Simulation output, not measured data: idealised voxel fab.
Process module under the name voxel double patterning
165 nm wide, 5 nm square cells: that's cross-section cut.
Think of the cross-section as a grid of square cells. We describe it in bands, top to bottom, and each band covers one or more rows of those cells.
For a band, the entry starts with two heights in nm, that of the top and then that of the bottom, and carries on with the band's materials in order from left to right, each alongside its width in nm; the word "edge to edge" beside a single material means it fills the band edge to edge, and "empty" means empty space.
Heights are reckoned from 0. Under this level, the received wafer is all of one material. The bottommost band is open-ended downward, for example "z 0 and below".
When a width is written as two numbers, as in "30->40", the first number is the width in the top row of cells of the band and the second is the width in its bottom row, and the width changes by the same amount from each row to the next.
Where a step carries "remained the same", the cross-section came out of it unchanged, cell for cell.
Closed-off voids of 8+ cells (no open route to the top) go in "Fully sealed voids", written width x height at distance from the left edge, in nm.
What comes after the settings on a step's line is commentary from the simulator itself on that step.
The line of a step may include "overlay nm". On a step with a mask, this value is how far to the right of its planned place the mask lay. A negative value means the mask lay to the left.
[The steps planned for the process are as follows]
step 1: RECEIVE, material Si
step 2: CONFORMAL_DEP, material SiO2, thk nm 10
step 3: DIRECTIONAL_DEP, material polySi, thk nm 15
step 4: DIRECTIONAL_DEP, material SiN, thk nm 10
step 5: DIRECTIONAL_DEP, material aC, thk nm 10
step 6: PATTERN, tone open, mask id FIRST, material resist, width nm 15, pitch nm 50, thk nm 30, overlay nm 0
step 7: DIRECTIONAL_ETCH, etch materials aC, depth nm 10
step 8: STRIP, etch materials resist
step 9: DIRECTIONAL_ETCH, etch materials SiN, depth nm 10
step 10: STRIP, etch materials aC
step 11: DIRECTIONAL_DEP, material aC, thk nm 10
step 12: PATTERN, tone open, mask id SECOND, material resist, width nm 15, pitch nm 50, thk nm 30, overlay nm -15
step 13: DIRECTIONAL_ETCH, etch materials aC, depth nm 10
step 14: STRIP, etch materials resist
step 15: DIRECTIONAL_ETCH, etch materials SiN, depth nm 10
step 16: STRIP, etch materials aC
step 17: DIRECTIONAL_ETCH, etch materials polySi, depth nm 15
step 18: STRIP, etch materials SiN
Across this set of wafers, the varied parameter is the overlay nm of step 12. Starting conditions are identical for every wafer, and the plan reports the value assigned to the first wafer.
[As-received state after step 1, first of several wafers, cross-section]
	z 0 and below = Si edge to edge
	Fully sealed voids: none
[First of several wafers in cross-section at module end, following the final step, step 18]
	z 25 to 10 = polySi (25) / empty (25) / polySi (25) / empty (25) / polySi (25) / empty (15) / polySi (25)
	z 10 to 0 = SiO2 edge to edge
	z 0 and below = Si edge to edge
	Fully sealed voids: none
[At the end of the module, the last of several wafers in cross-section]
	z 25 to 10 = polySi (25) / empty (15) / polySi (25) / empty (25) / polySi (25) / empty (25) / polySi (25)
	z 10 to 0 = SiO2 edge to edge
	z 0 and below = Si edge to edge
	Fully sealed voids: none
[Gained (+) or lost (-) cells of each material since receipt, then closed voids: one row per wafer, at the end of the module]
overlay nm -15, +66 SiO2, +60 polySi, Fully sealed voids: none
overlay nm -10, +66 SiO2, +54 polySi, Fully sealed voids: none
overlay nm -5, +66 SiO2, +54 polySi, Fully sealed voids: none
overlay nm 0, +66 SiO2, +54 polySi, Fully sealed voids: none
overlay nm 5, +66 SiO2, +54 polySi, Fully sealed voids: none
overlay nm 10, +66 SiO2, +54 polySi, Fully sealed voids: none
overlay nm 15, +66 SiO2, +60 polySi, Fully sealed voids: none
